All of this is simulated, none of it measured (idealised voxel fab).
process module | voxel wiring stack
It is cross-section cut that appears here, measuring 300 nm in width, its square cells being 5 nm in size.
A cross-section is written here as square cells arranged in a grid, and it is given in bands from the top down, each band taking up one or more rows of cells. First you get the band's top height and its bottom height, in nm, and then the materials it's made of, left to right, with each width in nm. If you see a single material with "everywhere", that one covers the band edge to edge. "empty" is empty space. Height is counted from the level 0, under which the received wafer is composed throughout of one material. The lowest of the bands is not closed at the bottom but continues downward, in the notation "top 0, no bottom". A width given as "30..40" starts at the first number in the band's top row and ends at the second number in its bottom row, shifting by an equal amount at every step from row to row. "stayed the same" -> step changed no cross-section cell. Listed in "Trapped voids": every empty space of 8 or more cells without an open way to the top. Form: width x height at distance, the distance being from the left edge, all in nm. Step line, after settings: the simulator's comment on this step. If you see "overlay nm" on a step's line and that step has a mask, it's telling you how far right of where it was planned the mask ended up; a negative number means it went left instead.

Set out below are the planned steps of the process:
| 1 | RECEIVE (material Si) |
| 2 | CONFORMAL_DEP (material SiO2; thk nm 15) |
| 3 | DIRECTIONAL_DEP (material TiN; thk nm 5) |
| 4 | DIRECTIONAL_DEP (material Ru; thk nm 25) |
| 5 | PATTERN (tone cover; mask id METAL_1; material resist; width nm 20; pitch nm 35; thk nm 20; overlay nm 0) |
| 6 | DIRECTIONAL_ETCH (etch materials Ru; depth nm 25) |
| 7 | DIRECTIONAL_ETCH (etch materials TiN; depth nm 5) |
| 8 | STRIP (etch materials resist) |
| 9 | FILL_DEP (material SiO2; thk nm 5) |
| 10 | CMP (height nm 45) |
| 11 | CONFORMAL_DEP (material SiCN; thk nm 5) |
| 12 | DIRECTIONAL_DEP (material SiO2; thk nm 30) |
| 13 | PATTERN (tone open; mask id METAL_2_HOLES; material resist; width nm 15; pitch nm 35; thk nm 20; overlay nm 0) |
| 14 | DIRECTIONAL_ETCH (etch materials SiO2; depth nm 30) |
| 15 | STRIP (etch materials resist) |
| 16 | PATTERN (tone open; mask id METAL_2; material resist; width nm 20; pitch nm 35; thk nm 20; overlay nm 0) |
| 17 | DIRECTIONAL_ETCH (etch materials SiO2; depth nm 15) |
| 18 | DIRECTIONAL_ETCH (etch materials SiCN; depth nm 5) |
| 19 | STRIP (etch materials resist) |
| 20 | CONFORMAL_DEP (material TiN; thk nm 5) |
| 21 | FILL_DEP (material Cu; thk nm 10) |
| 22 | CMP (height nm 80) |
| 23 | CONFORMAL_DEP (material SiCN; thk nm 5) |
| 24 | DIRECTIONAL_DEP (material SiO2; thk nm 10) |
| 25 | MASKED_ETCH (tone open; mask id PLUG_2; width nm 15; pitch nm 35; etch materials SiO2; depth nm 10; overlay nm 0) |
| 26 | MASKED_ETCH (tone open; mask id PLUG_2; width nm 15; pitch nm 35; etch materials SiCN; depth nm 5; overlay nm 0) |
| 27 | EPI (material Ru; thk nm 10) |
| 28 | EPI (material Ru; thk nm 5) |
| 29 | DIRECTIONAL_DEP (material TiN; thk nm 5) |
| 30 | DIRECTIONAL_DEP (material Ru; thk nm 20) |
| 31 | MASKED_ETCH (tone cover; mask id METAL_3; width nm 20; pitch nm 35; etch materials Ru; depth nm 20; overlay nm 0) |
| 32 | MASKED_ETCH (tone cover; mask id METAL_3; width nm 20; pitch nm 35; etch materials TiN; depth nm 5; overlay nm 0) |
| 33 | FILL_DEP (material SiO2; thk nm 10) |
| 34 | CMP (height nm 120) |
| 35 | CONFORMAL_DEP (material SiCN; thk nm 5) |
| 36 | DIRECTIONAL_DEP (material SiO2; thk nm 20) |
| 37 | DIRECTIONAL_DEP (material aC; thk nm 10) |
| 38 | PATTERN (tone open; mask id PLUG_3; material resist; width nm 15; pitch nm 35; thk nm 25; overlay nm 0) |
| 39 | DIRECTIONAL_ETCH (etch materials aC; depth nm 10) |
| 40 | STRIP (etch materials resist) |
| 41 | DIRECTIONAL_ETCH (etch materials SiO2; depth nm 20) |
| 42 | DIRECTIONAL_ETCH (etch materials SiCN; depth nm 5) |
| 43 | STRIP (etch materials aC) |
| 44 | CONFORMAL_DEP (material TiN; thk nm 5) |
| 45 | FILL_DEP (material Cu; thk nm 10) |
| 46 | CMP (height nm 145) |
| 47 | DIRECTIONAL_DEP (material TiN; thk nm 5) |
| 48 | DIRECTIONAL_DEP (material W; thk nm 25) |
| 49 | MASKED_ETCH (tone cover; mask id METAL_4; width nm 20; pitch nm 35; etch materials W; depth nm 25; overlay nm 0) |
| 50 | MASKED_ETCH (tone cover; mask id METAL_4; width nm 20; pitch nm 35; etch materials TiN; depth nm 5; overlay nm 0) |
| 51 | CONFORMAL_DEP (material SiN; thk nm 5) |
| 52 | FILL_DEP (material lowk; thk nm 5) |
| 53 | CMP (height nm 175) |
| 54 | CONFORMAL_DEP (material SiN; thk nm 5) |

First out of two wafers; run went to plan:

As-received wafer cross-section (after step 1):
* top 0, no bottom: Si everywhere
* Trapped voids: none

Cross-section of the wafer after step 2:
* top 15, bottom 0: SiO2 everywhere
* Heights below 0 show no change.

Cross-section of the wafer after step 3:
* top 20, bottom 15: TiN everywhere
* Heights below 15 show no change.

Cross-section of the wafer after step 4:
* top 45, bottom 20: Ru everywhere
* Heights below 20 show no change.

Cross-section of the wafer after step 5:
* top 65, bottom 45: empty 85  resist 20  empty 15  resist 20  empty 15  resist 20  empty 15  resist 20  empty 90
* Heights below 45 show no change.

Cross-section of the wafer after step 6:
* top 65, bottom 45: empty 85  resist 20  empty 15  resist 20  empty 15  resist 20  empty 15  resist 20  empty 90
* top 45, bottom 20: empty 85  Ru 20  empty 15  Ru 20  empty 15  Ru 20  empty 15  Ru 20  empty 90
* Heights below 20 show no change.

Cross-section of the wafer after step 7:
* top 65, bottom 45: empty 85  resist 20  empty 15  resist 20  empty 15  resist 20  empty 15  resist 20  empty 90
* top 45, bottom 20: empty 85  Ru 20  empty 15  Ru 20  empty 15  Ru 20  empty 15  Ru 20  empty 90
* top 20, bottom 15: empty 85  TiN 20  empty 15  TiN 20  empty 15  TiN 20  empty 15  TiN 20  empty 90
* Heights below 15 show no change.

Cross-section of the wafer after step 8:
* top 45, bottom 20: empty 85  Ru 20  empty 15  Ru 20  empty 15  Ru 20  empty 15  Ru 20  empty 90
* Heights below 20 show no change.

Cross-section of the wafer after step 9:
* top 50, bottom 45: SiO2 everywhere
* top 45, bottom 20: SiO2 85  Ru 20  SiO2 15  Ru 20  SiO2 15  Ru 20  SiO2 15  Ru 20  SiO2 90
* top 20, bottom 15: SiO2 85  TiN 20  SiO2 15  TiN 20  SiO2 15  TiN 20  SiO2 15  TiN 20  SiO2 90
* Heights below 15 show no change.

Cross-section of the wafer after step 10:
* top 45, bottom 20: SiO2 85  Ru 20  SiO2 15  Ru 20  SiO2 15  Ru 20  SiO2 15  Ru 20  SiO2 90
* Heights below 20 show no change.

Cross-section of the wafer after step 11:
* top 50, bottom 45: SiCN everywhere
* Heights below 45 show no change.

Cross-section of the wafer after step 12:
* top 80, bottom 50: SiO2 everywhere
* Heights below 50 show no change.

Cross-section of the wafer after step 13:
* top 100, bottom 80: resist 85  empty 15  resist 20  empty 15  resist 20  empty 15  resist 20  empty 15  resist 95
* Heights below 80 show no change.

Cross-section of the wafer after step 14:
* top 100, bottom 80: resist 85  empty 15  resist 20  empty 15  resist 20  empty 15  resist 20  empty 15  resist 95
* top 80, bottom 50: SiO2 85  empty 15  SiO2 20  empty 15  SiO2 20  empty 15  SiO2 20  empty 15  SiO2 95
* Heights below 50 show no change.

Cross-section of the wafer after step 15:
* top 80, bottom 50: SiO2 85  empty 15  SiO2 20  empty 15  SiO2 20  empty 15  SiO2 20  empty 15  SiO2 95
* Heights below 50 show no change.

Cross-section of the wafer after step 16:
* top 100, bottom 80: resist 85  empty 20  resist 15  empty 20  resist 15  empty 20  resist 15  empty 20  resist 90
* Heights below 80 show no change.

Cross-section of the wafer after step 17:
* top 100, bottom 80: resist 85  empty 20  resist 15  empty 20  resist 15  empty 20  resist 15  empty 20  resist 90
* top 80, bottom 65: SiO2 85  empty 20  SiO2 15  empty 20  SiO2 15  empty 20  SiO2 15  empty 20  SiO2 90
* Heights below 65 show no change.

Cross-section of the wafer after step 18:
* top 100, bottom 80: resist 85  empty 20  resist 15  empty 20  resist 15  empty 20  resist 15  empty 20  resist 90
* top 80, bottom 65: SiO2 85  empty 20  SiO2 15  empty 20  SiO2 15  empty 20  SiO2 15  empty 20  SiO2 90
* top 65, bottom 50: SiO2 85  empty 15  SiO2 20  empty 15  SiO2 20  empty 15  SiO2 20  empty 15  SiO2 95
* top 50, bottom 45: SiCN 85  empty 15  SiCN 20  empty 15  SiCN 20  empty 15  SiCN 20  empty 15  SiCN 95
* Heights below 45 show no change.

Cross-section of the wafer after step 19:
* top 80, bottom 65: SiO2 85  empty 20  SiO2 15  empty 20  SiO2 15  empty 20  SiO2 15  empty 20  SiO2 90
* Heights below 65 show no change.

Cross-section of the wafer after step 20:
* top 85, bottom 80: TiN 90  empty 10  TiN 25  empty 10  TiN 25  empty 10  TiN 25  empty 10  TiN 95
* top 80, bottom 70: SiO2 85  TiN 5  empty 10  TiN 5  SiO2 15  TiN 5  empty 10  TiN 5  SiO2 15  TiN 5  empty 10  TiN 5  SiO2 15  TiN 5  empty 10  TiN 5  SiO2 90
* top 70, bottom 65: SiO2 85  TiN 5  empty 5  TiN 10  SiO2 15  TiN 5  empty 5  TiN 10  SiO2 15  TiN 5  empty 5  TiN 10  SiO2 15  TiN 5  empty 5  TiN 10  SiO2 90
* top 65, bottom 50: SiO2 85  TiN 5  empty 5  TiN 5  SiO2 20  TiN 5  empty 5  TiN 5  SiO2 20  TiN 5  empty 5  TiN 5  SiO2 20  TiN 5  empty 5  TiN 5  SiO2 95
* top 50, bottom 45: SiCN 85  TiN 15  SiCN 20  TiN 15  SiCN 20  TiN 15  SiCN 20  TiN 15  SiCN 95
* Heights below 45 show no change.

Cross-section of the wafer after step 21:
* top 95, bottom 85: Cu everywhere
* top 85, bottom 80: TiN 90  Cu 10  TiN 25  Cu 10  TiN 25  Cu 10  TiN 25  Cu 10  TiN 95
* top 80, bottom 70: SiO2 85  TiN 5  Cu 10  TiN 5  SiO2 15  TiN 5  Cu 10  TiN 5  SiO2 15  TiN 5  Cu 10  TiN 5  SiO2 15  TiN 5  Cu 10  TiN 5  SiO2 90
* top 70, bottom 65: SiO2 85  TiN 5  Cu 5  TiN 10  SiO2 15  TiN 5  Cu 5  TiN 10  SiO2 15  TiN 5  Cu 5  TiN 10  SiO2 15  TiN 5  Cu 5  TiN 10  SiO2 90
* top 65, bottom 50: SiO2 85  TiN 5  Cu 5  TiN 5  SiO2 20  TiN 5  Cu 5  TiN 5  SiO2 20  TiN 5  Cu 5  TiN 5  SiO2 20  TiN 5  Cu 5  TiN 5  SiO2 95
* Heights below 50 show no change.

Cross-section of the wafer after step 22:
* top 80, bottom 70: SiO2 85  TiN 5  Cu 10  TiN 5  SiO2 15  TiN 5  Cu 10  TiN 5  SiO2 15  TiN 5  Cu 10  TiN 5  SiO2 15  TiN 5  Cu 10  TiN 5  SiO2 90
* Heights below 70 show no change.

Cross-section of the wafer after step 23:
* top 85, bottom 80: SiCN everywhere
* Heights below 80 show no change.

Cross-section of the wafer after step 24:
* top 95, bottom 85: SiO2 everywhere
* Heights below 85 show no change.

Cross-section of the wafer after step 25:
* top 95, bottom 85: SiO2 85  empty 15  SiO2 20  empty 15  SiO2 20  empty 15  SiO2 20  empty 15  SiO2 95
* Heights below 85 show no change.

Cross-section of the wafer after step 26:
* top 95, bottom 85: SiO2 85  empty 15  SiO2 20  empty 15  SiO2 20  empty 15  SiO2 20  empty 15  SiO2 95
* top 85, bottom 80: SiCN 85  empty 15  SiCN 20  empty 15  SiCN 20  empty 15  SiCN 20  empty 15  SiCN 95
* Heights below 80 show no change.

Cross-section of the wafer after step 27:
* top 95, bottom 90: SiO2 85  empty 15  SiO2 20  empty 15  SiO2 20  empty 15  SiO2 20  empty 15  SiO2 95
* top 90, bottom 85: SiO2 85  Ru 15  SiO2 20  Ru 15  SiO2 20  Ru 15  SiO2 20  Ru 15  SiO2 95
* top 85, bottom 80: SiCN 85  Ru 15  SiCN 20  Ru 15  SiCN 20  Ru 15  SiCN 20  Ru 15  SiCN 95
* Heights below 80 show no change.

Cross-section of the wafer after step 28:
* top 95, bottom 85: SiO2 85  Ru 15  SiO2 20  Ru 15  SiO2 20  Ru 15  SiO2 20  Ru 15  SiO2 95
* Heights below 85 show no change.

Cross-section of the wafer after step 29:
* top 100, bottom 95: TiN everywhere
* Heights below 95 show no change.

Cross-section of the wafer after step 30:
* top 120, bottom 100: Ru everywhere
* Heights below 100 show no change.

Cross-section of the wafer after step 31:
* top 120, bottom 100: empty 85  Ru 20  empty 15  Ru 20  empty 15  Ru 20  empty 15  Ru 20  empty 90
* Heights below 100 show no change.

Cross-section of the wafer after step 32:
* top 120, bottom 100: empty 85  Ru 20  empty 15  Ru 20  empty 15  Ru 20  empty 15  Ru 20  empty 90
* top 100, bottom 95: empty 85  TiN 20  empty 15  TiN 20  empty 15  TiN 20  empty 15  TiN 20  empty 90
* Heights below 95 show no change.

Cross-section of the wafer after step 33:
* top 130, bottom 120: SiO2 everywhere
* top 120, bottom 100: SiO2 85  Ru 20  SiO2 15  Ru 20  SiO2 15  Ru 20  SiO2 15  Ru 20  SiO2 90
* top 100, bottom 95: SiO2 85  TiN 20  SiO2 15  TiN 20  SiO2 15  TiN 20  SiO2 15  TiN 20  SiO2 90
* Heights below 95 show no change.

Cross-section of the wafer after step 34:
* top 120, bottom 100: SiO2 85  Ru 20  SiO2 15  Ru 20  SiO2 15  Ru 20  SiO2 15  Ru 20  SiO2 90
* Heights below 100 show no change.

Cross-section of the wafer after step 35:
* top 125, bottom 120: SiCN everywhere
* Heights below 120 show no change.

Cross-section of the wafer after step 36:
* top 145, bottom 125: SiO2 everywhere
* Heights below 125 show no change.

Cross-section of the wafer after step 37:
* top 155, bottom 145: aC everywhere
* Heights below 145 show no change.

Cross-section of the wafer after step 38:
* top 180, bottom 155: resist 85  empty 15  resist 20  empty 15  resist 20  empty 15  resist 20  empty 15  resist 95
* Heights below 155 show no change.

Cross-section of the wafer after step 39:
* top 170, bottom 155: resist 85  empty 15  resist 20  empty 15  resist 20  empty 15  resist 20  empty 15  resist 95
* top 155, bottom 145: aC 85  empty 15  aC 20  empty 15  aC 20  empty 15  aC 20  empty 15  aC 95
* Heights below 145 show no change.

Cross-section of the wafer after step 40:
* top 155, bottom 145: aC 85  empty 15  aC 20  empty 15  aC 20  empty 15  aC 20  empty 15  aC 95
* Heights below 145 show no change.

Cross-section of the wafer after step 41:
* top 155, bottom 145: aC 85  empty 15  aC 20  empty 15  aC 20  empty 15  aC 20  empty 15  aC 95
* top 145, bottom 125: SiO2 85  empty 15  SiO2 20  empty 15  SiO2 20  empty 15  SiO2 20  empty 15  SiO2 95
* Heights below 125 show no change.

Cross-section of the wafer after step 42:
* top 155, bottom 145: aC 85  empty 15  aC 20  empty 15  aC 20  empty 15  aC 20  empty 15  aC 95
* top 145, bottom 125: SiO2 85  empty 15  SiO2 20  empty 15  SiO2 20  empty 15  SiO2 20  empty 15  SiO2 95
* top 125, bottom 120: SiCN 85  empty 15  SiCN 20  empty 15  SiCN 20  empty 15  SiCN 20  empty 15  SiCN 95
* Heights below 120 show no change.

Cross-section of the wafer after step 43:
* top 145, bottom 125: SiO2 85  empty 15  SiO2 20  empty 15  SiO2 20  empty 15  SiO2 20  empty 15  SiO2 95
* Heights below 125 show no change.

Cross-section of the wafer after step 44:
* top 150, bottom 145: TiN 90  empty 5  TiN 30  empty 5  TiN 30  empty 5  TiN 30  empty 5  TiN 100
* top 145, bottom 125: SiO2 85  TiN 5  empty 5  TiN 5  SiO2 20  TiN 5  empty 5  TiN 5  SiO2 20  TiN 5  empty 5  TiN 5  SiO2 20  TiN 5  empty 5  TiN 5  SiO2 95
* top 125, bottom 120: SiCN 85  TiN 15  SiCN 20  TiN 15  SiCN 20  TiN 15  SiCN 20  TiN 15  SiCN 95
* Heights below 120 show no change.

Cross-section of the wafer after step 45:
* top 160, bottom 150: Cu everywhere
* top 150, bottom 145: TiN 90  Cu 5  TiN 30  Cu 5  TiN 30  Cu 5  TiN 30  Cu 5  TiN 100
* top 145, bottom 125: SiO2 85  TiN 5  Cu 5  TiN 5  SiO2 20  TiN 5  Cu 5  TiN 5  SiO2 20  TiN 5  Cu 5  TiN 5  SiO2 20  TiN 5  Cu 5  TiN 5  SiO2 95
* Heights below 125 show no change.

Cross-section of the wafer after step 46:
* top 145, bottom 125: SiO2 85  TiN 5  Cu 5  TiN 5  SiO2 20  TiN 5  Cu 5  TiN 5  SiO2 20  TiN 5  Cu 5  TiN 5  SiO2 20  TiN 5  Cu 5  TiN 5  SiO2 95
* Heights below 125 show no change.

Cross-section of the wafer after step 47:
* top 150, bottom 145: TiN everywhere
* Heights below 145 show no change.

Cross-section of the wafer after step 48:
* top 175, bottom 150: W everywhere
* Heights below 150 show no change.

Cross-section of the wafer after step 49:
* top 175, bottom 150: empty 85  W 20  empty 15  W 20  empty 15  W 20  empty 15  W 20  empty 90
* Heights below 150 show no change.

Cross-section of the wafer after step 50:
* top 175, bottom 150: empty 85  W 20  empty 15  W 20  empty 15  W 20  empty 15  W 20  empty 90
* top 150, bottom 145: empty 85  TiN 20  empty 15  TiN 20  empty 15  TiN 20  empty 15  TiN 20  empty 90
* Heights below 145 show no change.

Cross-section of the wafer after step 51:
* top 180, bottom 175: empty 80  SiN 30  empty 5  SiN 30  empty 5  SiN 30  empty 5  SiN 30  empty 85
* top 175, bottom 150: empty 80  SiN 5  W 20  SiN 5  empty 5  SiN 5  W 20  SiN 5  empty 5  SiN 5  W 20  SiN 5  empty 5  SiN 5  W 20  SiN 5  empty 85
* top 150, bottom 145: SiN 85  TiN 20  SiN 15  TiN 20  SiN 15  TiN 20  SiN 15  TiN 20  SiN 90
* Heights below 145 show no change.

Cross-section of the wafer after step 52:
* top 185, bottom 180: lowk everywhere
* top 180, bottom 175: lowk 80  SiN 30  lowk 5  SiN 30  lowk 5  SiN 30  lowk 5  SiN 30  lowk 85
* top 175, bottom 150: lowk 80  SiN 5  W 20  SiN 5  lowk 5  SiN 5  W 20  SiN 5  lowk 5  SiN 5  W 20  SiN 5  lowk 5  SiN 5  W 20  SiN 5  lowk 85
* Heights below 150 show no change.

Cross-section of the wafer after step 53:
* top 175, bottom 150: lowk 80  SiN 5  W 20  SiN 5  lowk 5  SiN 5  W 20  SiN 5  lowk 5  SiN 5  W 20  SiN 5  lowk 5  SiN 5  W 20  SiN 5  lowk 85
* Heights below 150 show no change.

Cross-section of the wafer after step 54:
* top 180, bottom 175: SiN everywhere
* Heights below 175 show no change.

For the second wafer, take the first wafer's start and plan, then add one mistake made in running it; everything through step 15, that step included, is shared with the first:

Second wafer, cut view, end of step 16 per plan:
* top 100, bottom 80: empty 85  resist 20  empty 15  resist 20  empty 15  resist 20  empty 15  resist 20  empty 90
* top 80, bottom 50: SiO2 85  resist 15  SiO2 20  resist 15  SiO2 20  resist 15  SiO2 20  resist 15  SiO2 95
* Heights below 50 show no change.

Second wafer, cut view, end of step 17 per plan:
* top 100, bottom 80: empty 85  resist 20  empty 15  resist 20  empty 15  resist 20  empty 15  resist 20  empty 90
* top 80, bottom 65: empty 85  resist 15  SiO2 5  empty 15  resist 15  SiO2 5  empty 15  resist 15  SiO2 5  empty 15  resist 15  SiO2 5  empty 90
* Heights below 65 show no change.

Second wafer, cut view, end of step 18 per plan: stayed the same

Second wafer, cut view, end of step 19 per plan:
* top 80, bottom 65: empty 100  SiO2 5  empty 30  SiO2 5  empty 30  SiO2 5  empty 30  SiO2 5  empty 90
* top 65, bottom 50: SiO2 85  empty 15  SiO2 20  empty 15  SiO2 20  empty 15  SiO2 20  empty 15  SiO2 95
* Heights below 50 show no change.

Second wafer, cut view, end of step 20 per plan:
* top 85, bottom 80: empty 95  TiN 15  empty 20  TiN 15  empty 20  TiN 15  empty 20  TiN 15  empty 85
* top 80, bottom 70: empty 95  TiN 5  SiO2 5  TiN 5  empty 20  TiN 5  SiO2 5  TiN 5  empty 20  TiN 5  SiO2 5  TiN 5  empty 20  TiN 5  SiO2 5  TiN 5  empty 85
* top 70, bottom 65: TiN 90  empty 5  TiN 5  SiO2 5  TiN 20  empty 5  TiN 5  SiO2 5  TiN 20  empty 5  TiN 5  SiO2 5  TiN 20  empty 5  TiN 5  SiO2 5  TiN 90
* top 65, bottom 55: SiO2 85  TiN 5  empty 5  TiN 5  SiO2 20  TiN 5  empty 5  TiN 5  SiO2 20  TiN 5  empty 5  TiN 5  SiO2 20  TiN 5  empty 5  TiN 5  SiO2 95
* top 55, bottom 50: SiO2 85  TiN 15  SiO2 20  TiN 15  SiO2 20  TiN 15  SiO2 20  TiN 15  SiO2 95
* Heights below 50 show no change.

Second wafer, cut view, end of step 21 per plan:
* top 95, bottom 85: Cu everywhere
* top 85, bottom 80: Cu 95  TiN 15  Cu 20  TiN 15  Cu 20  TiN 15  Cu 20  TiN 15  Cu 85
* top 80, bottom 70: Cu 95  TiN 5  SiO2 5  TiN 5  Cu 20  TiN 5  SiO2 5  TiN 5  Cu 20  TiN 5  SiO2 5  TiN 5  Cu 20  TiN 5  SiO2 5  TiN 5  Cu 85
* top 70, bottom 65: TiN 90  Cu 5  TiN 5  SiO2 5  TiN 20  Cu 5  TiN 5  SiO2 5  TiN 20  Cu 5  TiN 5  SiO2 5  TiN 20  Cu 5  TiN 5  SiO2 5  TiN 90
* top 65, bottom 55: SiO2 85  TiN 5  Cu 5  TiN 5  SiO2 20  TiN 5  Cu 5  TiN 5  SiO2 20  TiN 5  Cu 5  TiN 5  SiO2 20  TiN 5  Cu 5  TiN 5  SiO2 95
* Heights below 55 show no change.

Second wafer, cut view, end of step 22 per plan:
* top 80, bottom 70: Cu 95  TiN 5  SiO2 5  TiN 5  Cu 20  TiN 5  SiO2 5  TiN 5  Cu 20  TiN 5  SiO2 5  TiN 5  Cu 20  TiN 5  SiO2 5  TiN 5  Cu 85
* Heights below 70 show no change.

Second wafer, cut view, end of step 23 per plan:
* top 85, bottom 80: SiCN everywhere
* Heights below 80 show no change.

Second wafer, cut view, end of step 24 per plan:
* top 95, bottom 85: SiO2 everywhere
* Heights below 85 show no change.

Second wafer, cut view, end of step 25 per plan:
* top 95, bottom 85: SiO2 85  empty 15  SiO2 20  empty 15  SiO2 20  empty 15  SiO2 20  empty 15  SiO2 95
* Heights below 85 show no change.

Second wafer, cut view, end of step 26 per plan:
* top 95, bottom 85: SiO2 85  empty 15  SiO2 20  empty 15  SiO2 20  empty 15  SiO2 20  empty 15  SiO2 95
* top 85, bottom 80: SiCN 85  empty 15  SiCN 20  empty 15  SiCN 20  empty 15  SiCN 20  empty 15  SiCN 95
* Heights below 80 show no change.

Second wafer, cut view, end of step 27 per plan:
* top 95, bottom 90: SiO2 85  empty 15  SiO2 20  empty 15  SiO2 20  empty 15  SiO2 20  empty 15  SiO2 95
* top 90, bottom 85: SiO2 85  Ru 15  SiO2 20  Ru 15  SiO2 20  Ru 15  SiO2 20  Ru 15  SiO2 95
* top 85, bottom 80: SiCN 85  Ru 15  SiCN 20  Ru 15  SiCN 20  Ru 15  SiCN 20  Ru 15  SiCN 95
* Heights below 80 show no change.

Second wafer, cut view, end of step 28 per plan:
* top 95, bottom 85: SiO2 85  Ru 15  SiO2 20  Ru 15  SiO2 20  Ru 15  SiO2 20  Ru 15  SiO2 95
* Heights below 85 show no change.

Second wafer, cut view, end of step 29 per plan:
* top 100, bottom 95: TiN everywhere
* Heights below 95 show no change.

Second wafer, cut view, end of step 30 per plan:
* top 120, bottom 100: Ru everywhere
* Heights below 100 show no change.

Second wafer, cut view, end of step 31 per plan:
* top 120, bottom 100: empty 85  Ru 20  empty 15  Ru 20  empty 15  Ru 20  empty 15  Ru 20  empty 90
* Heights below 100 show no change.

Second wafer, cut view, end of step 32 per plan:
* top 120, bottom 100: empty 85  Ru 20  empty 15  Ru 20  empty 15  Ru 20  empty 15  Ru 20  empty 90
* top 100, bottom 95: empty 85  TiN 20  empty 15  TiN 20  empty 15  TiN 20  empty 15  TiN 20  empty 90
* Heights below 95 show no change.

Second wafer, cut view, end of step 33 per plan:
* top 130, bottom 120: SiO2 everywhere
* top 120, bottom 100: SiO2 85  Ru 20  SiO2 15  Ru 20  SiO2 15  Ru 20  SiO2 15  Ru 20  SiO2 90
* top 100, bottom 95: SiO2 85  TiN 20  SiO2 15  TiN 20  SiO2 15  TiN 20  SiO2 15  TiN 20  SiO2 90
* Heights below 95 show no change.

Second wafer, cut view, end of step 34 per plan:
* top 120, bottom 100: SiO2 85  Ru 20  SiO2 15  Ru 20  SiO2 15  Ru 20  SiO2 15  Ru 20  SiO2 90
* Heights below 100 show no change.

Second wafer, cut view, end of step 35 per plan:
* top 125, bottom 120: SiCN everywhere
* Heights below 120 show no change.

Second wafer, cut view, end of step 36 per plan:
* top 145, bottom 125: SiO2 everywhere
* Heights below 125 show no change.

Second wafer, cut view, end of step 37 per plan:
* top 155, bottom 145: aC everywhere
* Heights below 145 show no change.

Second wafer, cut view, end of step 38 per plan:
* top 180, bottom 155: resist 85  empty 15  resist 20  empty 15  resist 20  empty 15  resist 20  empty 15  resist 95
* Heights below 155 show no change.

Second wafer, cut view, end of step 39 per plan:
* top 170, bottom 155: resist 85  empty 15  resist 20  empty 15  resist 20  empty 15  resist 20  empty 15  resist 95
* top 155, bottom 145: aC 85  empty 15  aC 20  empty 15  aC 20  empty 15  aC 20  empty 15  aC 95
* Heights below 145 show no change.

Second wafer, cut view, end of step 40 per plan:
* top 155, bottom 145: aC 85  empty 15  aC 20  empty 15  aC 20  empty 15  aC 20  empty 15  aC 95
* Heights below 145 show no change.

Second wafer, cut view, end of step 41 per plan:
* top 155, bottom 145: aC 85  empty 15  aC 20  empty 15  aC 20  empty 15  aC 20  empty 15  aC 95
* top 145, bottom 125: SiO2 85  empty 15  SiO2 20  empty 15  SiO2 20  empty 15  SiO2 20  empty 15  SiO2 95
* Heights below 125 show no change.

Second wafer, cut view, end of step 42 per plan:
* top 155, bottom 145: aC 85  empty 15  aC 20  empty 15  aC 20  empty 15  aC 20  empty 15  aC 95
* top 145, bottom 125: SiO2 85  empty 15  SiO2 20  empty 15  SiO2 20  empty 15  SiO2 20  empty 15  SiO2 95
* top 125, bottom 120: SiCN 85  empty 15  SiCN 20  empty 15  SiCN 20  empty 15  SiCN 20  empty 15  SiCN 95
* Heights below 120 show no change.

Second wafer, cut view, end of step 43 per plan:
* top 145, bottom 125: SiO2 85  empty 15  SiO2 20  empty 15  SiO2 20  empty 15  SiO2 20  empty 15  SiO2 95
* Heights below 125 show no change.

Second wafer, cut view, end of step 44 per plan:
* top 150, bottom 145: TiN 90  empty 5  TiN 30  empty 5  TiN 30  empty 5  TiN 30  empty 5  TiN 100
* top 145, bottom 125: SiO2 85  TiN 5  empty 5  TiN 5  SiO2 20  TiN 5  empty 5  TiN 5  SiO2 20  TiN 5  empty 5  TiN 5  SiO2 20  TiN 5  empty 5  TiN 5  SiO2 95
* top 125, bottom 120: SiCN 85  TiN 15  SiCN 20  TiN 15  SiCN 20  TiN 15  SiCN 20  TiN 15  SiCN 95
* Heights below 120 show no change.

Second wafer, cut view, end of step 45 per plan:
* top 160, bottom 150: Cu everywhere
* top 150, bottom 145: TiN 90  Cu 5  TiN 30  Cu 5  TiN 30  Cu 5  TiN 30  Cu 5  TiN 100
* top 145, bottom 125: SiO2 85  TiN 5  Cu 5  TiN 5  SiO2 20  TiN 5  Cu 5  TiN 5  SiO2 20  TiN 5  Cu 5  TiN 5  SiO2 20  TiN 5  Cu 5  TiN 5  SiO2 95
* Heights below 125 show no change.

Second wafer, cut view, end of step 46 per plan:
* top 145, bottom 125: SiO2 85  TiN 5  Cu 5  TiN 5  SiO2 20  TiN 5  Cu 5  TiN 5  SiO2 20  TiN 5  Cu 5  TiN 5  SiO2 20  TiN 5  Cu 5  TiN 5  SiO2 95
* Heights below 125 show no change.

Second wafer, cut view, end of step 47 per plan:
* top 150, bottom 145: TiN everywhere
* Heights below 145 show no change.

Second wafer, cut view, end of step 48 per plan:
* top 175, bottom 150: W everywhere
* Heights below 150 show no change.

Second wafer, cut view, end of step 49 per plan:
* top 175, bottom 150: empty 85  W 20  empty 15  W 20  empty 15  W 20  empty 15  W 20  empty 90
* Heights below 150 show no change.

Second wafer, cut view, end of step 50 per plan:
* top 175, bottom 150: empty 85  W 20  empty 15  W 20  empty 15  W 20  empty 15  W 20  empty 90
* top 150, bottom 145: empty 85  TiN 20  empty 15  TiN 20  empty 15  TiN 20  empty 15  TiN 20  empty 90
* Heights below 145 show no change.

Second wafer, cut view, end of step 51 per plan:
* top 180, bottom 175: empty 80  SiN 30  empty 5  SiN 30  empty 5  SiN 30  empty 5  SiN 30  empty 85
* top 175, bottom 150: empty 80  SiN 5  W 20  SiN 5  empty 5  SiN 5  W 20  SiN 5  empty 5  SiN 5  W 20  SiN 5  empty 5  SiN 5  W 20  SiN 5  empty 85
* top 150, bottom 145: SiN 85  TiN 20  SiN 15  TiN 20  SiN 15  TiN 20  SiN 15  TiN 20  SiN 90
* Heights below 145 show no change.

Second wafer, cut view, end of step 52 per plan:
* top 185, bottom 180: lowk everywhere
* top 180, bottom 175: lowk 80  SiN 30  lowk 5  SiN 30  lowk 5  SiN 30  lowk 5  SiN 30  lowk 85
* top 175, bottom 150: lowk 80  SiN 5  W 20  SiN 5  lowk 5  SiN 5  W 20  SiN 5  lowk 5  SiN 5  W 20  SiN 5  lowk 5  SiN 5  W 20  SiN 5  lowk 85
* Heights below 150 show no change.

Second wafer, cut view, end of step 53 per plan:
* top 175, bottom 150: lowk 80  SiN 5  W 20  SiN 5  lowk 5  SiN 5  W 20  SiN 5  lowk 5  SiN 5  W 20  SiN 5  lowk 5  SiN 5  W 20  SiN 5  lowk 85
* Heights below 150 show no change.

Second wafer, cut view, end of step 54 per plan:
* top 180, bottom 175: SiN everywhere
* Heights below 175 show no change.
Misprocessing identified: step 16 changed vs plan, executed as PATTERN (tone cover; mask id METAL_2; material resist; width nm 20; pitch nm 35; thk nm 20; overlay nm 0)
It is noted that, at the conclusion of processing, the second wafer exhibits a higher or lower cell count for certain materials relative to the first: Cu: 76 more; SiCN: 12 more; SiO2: 120 fewer; TiN: 32 more
